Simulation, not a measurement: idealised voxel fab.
process module | voxel transistor to metal
cross-section cut | 155 nm wide | cells 5 nm
A cross-section is a grid of square cells, given in bands from the top down. A band is one or more rows of cells.
Each band's line starts with the height of the band's top and of its bottom, in nm. Then come its materials from left to right, each with its width in nm. One material with "throughout" fills the band from edge to edge. "air" is empty space.
Height 0 is the level under which the wafer as received is all one material. The lowest band goes on downwards, as in "0 down".
A width such as "30 to 40" changes by the same amount from each row of cells to the next, from the band's top row to its bottom row.
"no change" after a step means that no cell of the cross-section changed.
closed voids: empty space of 8 cells or more with no open way to the top, each as width x height at its distance from the left edge, in nm
after a step's settings: what the simulator itself notes on the step
overlay nm, on a step with a mask: how far to the right of its planned place the mask lay; to the left if negative
plan
1 op RECEIVE | material Si
2 op OXIDIZE | depth nm 5
3 op CONFORMAL_DEP | material SiN | thk nm 15
4 op DIRECTIONAL_DEP | material aC | thk nm 15
5 op PATTERN | tone cover | mask id ACTIVE | material resist | width nm 110 | thk nm 35 | overlay nm 0
6 op DIRECTIONAL_ETCH | etch materials aC | depth nm 15
7 op STRIP | etch materials resist
8 op DIRECTIONAL_ETCH | etch materials SiN | depth nm 15
9 op DIRECTIONAL_ETCH | etch materials SiO2 | depth nm 5
10 op DIRECTIONAL_ETCH | etch materials Si | depth nm 35
11 op STRIP | etch materials aC
12 op OXIDIZE | depth nm 5
13 op FILL_DEP | material SiO2 | thk nm 15
14 op CMP | height nm 15
15 op SELECTIVE_ETCH | etch materials SiO2 | depth nm 10
16 op STRIP | etch materials SiN
17 op SELECTIVE_ETCH | etch materials SiO2 | depth nm 5
18 op OXIDIZE | depth nm 5
19 op DIRECTIONAL_DEP | material polySi | thk nm 25
20 op DIRECTIONAL_DEP | material SiCN | thk nm 10
21 op DIRECTIONAL_DEP | material aC | thk nm 10
22 op PATTERN | tone cover | mask id GATE | material resist | width nm 20 | thk nm 25 | overlay nm -15
23 op DIRECTIONAL_ETCH | etch materials aC | depth nm 10
24 op STRIP | etch materials resist
25 op DIRECTIONAL_ETCH | etch materials SiCN | depth nm 20
26 op DIRECTIONAL_ETCH | etch materials polySi | depth nm 35
27 op STRIP | etch materials aC
28 op CONFORMAL_DEP | material SiN | thk nm 5
29 op DIRECTIONAL_ETCH | etch materials SiN | depth nm 5
30 op DIRECTIONAL_ETCH | etch materials SiO2 | depth nm 5
31 op DIRECTIONAL_ETCH | etch materials Si | depth nm 10
32 op EPI | material pSi | thk nm 15
33 op FILL_DEP | material SiO2 | thk nm 10
34 op CMP | height nm 30
35 op DIRECTIONAL_DEP | material SiO2 | thk nm 15
36 op MASKED_ETCH | tone open | mask id CONTACT | width nm 30 | pitch nm 60 | etch materials SiO2 | depth nm 50 | overlay nm 0
37 op CONFORMAL_DEP | material TiN | thk nm 5
38 op FILL_DEP | material Ru | thk nm 10
39 op CMP | height nm 45
40 op CONFORMAL_DEP | material SiCN | thk nm 5
41 op DIRECTIONAL_DEP | material SiO2 | thk nm 25
42 op PATTERN | tone open | mask id METAL_1 | material resist | width nm 20 | pitch nm 70 | thk nm 20 | overlay nm 0
43 op DIRECTIONAL_ETCH | etch materials SiO2 | depth nm 25
44 op DIRECTIONAL_ETCH | etch materials SiCN | depth nm 5
45 op STRIP | etch materials resist
46 op CONFORMAL_DEP | material TiN | thk nm 5
47 op FILL_DEP | material W | thk nm 5
48 op CMP | height nm 75
49 op EPI | material Ru | thk nm 5
50 op FILL_DEP | material SiCN | thk nm 5
varied across the wafers: overlay nm of step 22. The plan shows the first wafer's value. All wafers start alike
first wafer as received, after step 1
  0 down: Si throughout
  closed voids: none
first wafer at the end, after step 50
  85 to 80: SiCN throughout
  80 to 75: SiCN 25 | Ru 30 | SiCN 40 | Ru 30 | SiCN 30
  75 to 50: SiO2 30 | TiN 5 | W 10 | TiN 5 | SiO2 50 | TiN 5 | W 10 | TiN 5 | SiO2 35
  50 to 45: SiCN 30 | TiN 20 | SiCN 50 | TiN 20 | SiCN 35
  45 to 35: SiO2 30 | TiN 5 | Ru 20 | TiN 5 | SiO2 30 | TiN 5 | Ru 20 | TiN 5 | SiO2 35
  35 to 30: SiO2 30 | TiN 5 | Ru 5 | TiN 20 | SiO2 30 | TiN 5 | Ru 20 | TiN 5 | SiO2 35
  30 to 20: SiO2 30 | TiN 5 | Ru 5 | TiN 5 | SiN 5 | SiCN 20 | SiN 5 | SiO2 15 | TiN 5 | Ru 20 | TiN 5 | SiO2 35
  20 to 10: SiO2 30 | TiN 5 | Ru 5 | TiN 5 | SiN 5 | polySi 20 | SiN 5 | SiO2 15 | TiN 5 | Ru 20 | TiN 5 | SiO2 35
  10 to 5: SiO2 30 | TiN 15 | SiN 5 | polySi 20 | SiN 5 | SiO2 15 | TiN 5 | Ru 20 | TiN 5 | SiO2 35
  5 to 0: SiO2 30 | pSi 15 | SiN 5 | polySi 20 | SiN 5 | pSi 15 | TiN 5 | Ru 20 | TiN 5 | SiO2 35
  0 to -5: SiO2 15 | SiN 5 | SiO2 10 | pSi 15 | SiN 5 | polySi 20 | SiN 5 | pSi 15 | TiN 30 | SiO2 10 | SiN 5 | SiO2 20
  -5 to -10: SiO2 20 | pSi 25 | SiO2 30 | pSi 55 | SiO2 25
  -10 to -20: SiO2 25 | pSi 20 | Si 30 | pSi 50 | SiO2 30
  -20 to -45: SiO2 25 | Si 100 | SiO2 30
  -45 down: Si throughout
  closed voids: none
last wafer at the end
  85 to 80: SiCN throughout
  80 to 75: SiCN 25 | Ru 30 | SiCN 40 | Ru 30 | SiCN 30
  75 to 50: SiO2 30 | TiN 5 | W 10 | TiN 5 | SiO2 50 | TiN 5 | W 10 | TiN 5 | SiO2 35
  50 to 45: SiCN 30 | TiN 20 | SiCN 50 | TiN 20 | SiCN 35
  45 to 35: SiO2 30 | TiN 5 | Ru 20 | TiN 5 | SiO2 30 | TiN 5 | Ru 20 | TiN 5 | SiO2 35
  35 to 30: SiO2 30 | TiN 5 | Ru 20 | TiN 5 | SiO2 30 | TiN 20 | Ru 5 | TiN 5 | SiO2 35
  30 to 20: SiO2 30 | TiN 5 | Ru 20 | TiN 5 | SiO2 15 | SiN 5 | SiCN 20 | SiN 5 | TiN 5 | Ru 5 | TiN 5 | SiO2 35
  20 to 10: SiO2 30 | TiN 5 | Ru 20 | TiN 5 | SiO2 15 | SiN 5 | polySi 20 | SiN 5 | TiN 5 | Ru 5 | TiN 5 | SiO2 35
  10 to 5: SiO2 30 | TiN 5 | Ru 20 | TiN 5 | SiO2 15 | SiN 5 | polySi 20 | SiN 5 | TiN 15 | SiO2 35
  5 to 0: SiO2 30 | TiN 5 | Ru 20 | TiN 5 | pSi 15 | SiN 5 | polySi 20 | SiN 5 | pSi 15 | SiO2 35
  0 to -5: SiO2 15 | SiN 5 | SiO2 10 | TiN 30 | pSi 15 | SiN 5 | polySi 20 | SiN 5 | pSi 15 | SiO2 10 | SiN 5 | SiO2 20
  -5 to -10: SiO2 20 | pSi 55 | SiO2 30 | pSi 25 | SiO2 25
  -10 to -20: SiO2 25 | pSi 50 | Si 30 | pSi 20 | SiO2 30
  -20 to -45: SiO2 25 | Si 100 | SiO2 30
  -45 down: Si throughout
  closed voids: none
each wafer at the end: cells of each material gained (+) or lost (-) since it was received, then its closed voids
overlay nm -15 | +61 Ru | -167 Si | +81 SiCN | +16 SiN | +368 SiO2 | +72 TiN | +20 W | +56 pSi | +20 polySi | closed voids: none
overlay nm -10 | +64 Ru | -167 Si | +81 SiCN | +16 SiN | +363 SiO2 | +74 TiN | +20 W | +56 pSi | +20 polySi | closed voids: none
overlay nm -5 | +67 Ru | -167 Si | +81 SiCN | +16 SiN | +358 SiO2 | +76 TiN | +20 W | +56 pSi | +20 polySi | closed voids: none
overlay nm 0 | +72 Ru | -167 Si | +81 SiCN | +16 SiN | +353 SiO2 | +76 TiN | +20 W | +56 pSi | +20 polySi | closed voids: none
overlay nm 5 | +67 Ru | -167 Si | +81 SiCN | +16 SiN | +358 SiO2 | +76 TiN | +20 W | +56 pSi | +20 polySi | closed voids: none
overlay nm 10 | +64 Ru | -167 Si | +81 SiCN | +16 SiN | +363 SiO2 | +74 TiN | +20 W | +56 pSi | +20 polySi | closed voids: none
overlay nm 15 | +61 Ru | -167 Si | +81 SiCN | +16 SiN | +368 SiO2 | +72 TiN | +20 W | +56 pSi | +20 polySi | closed voids: none
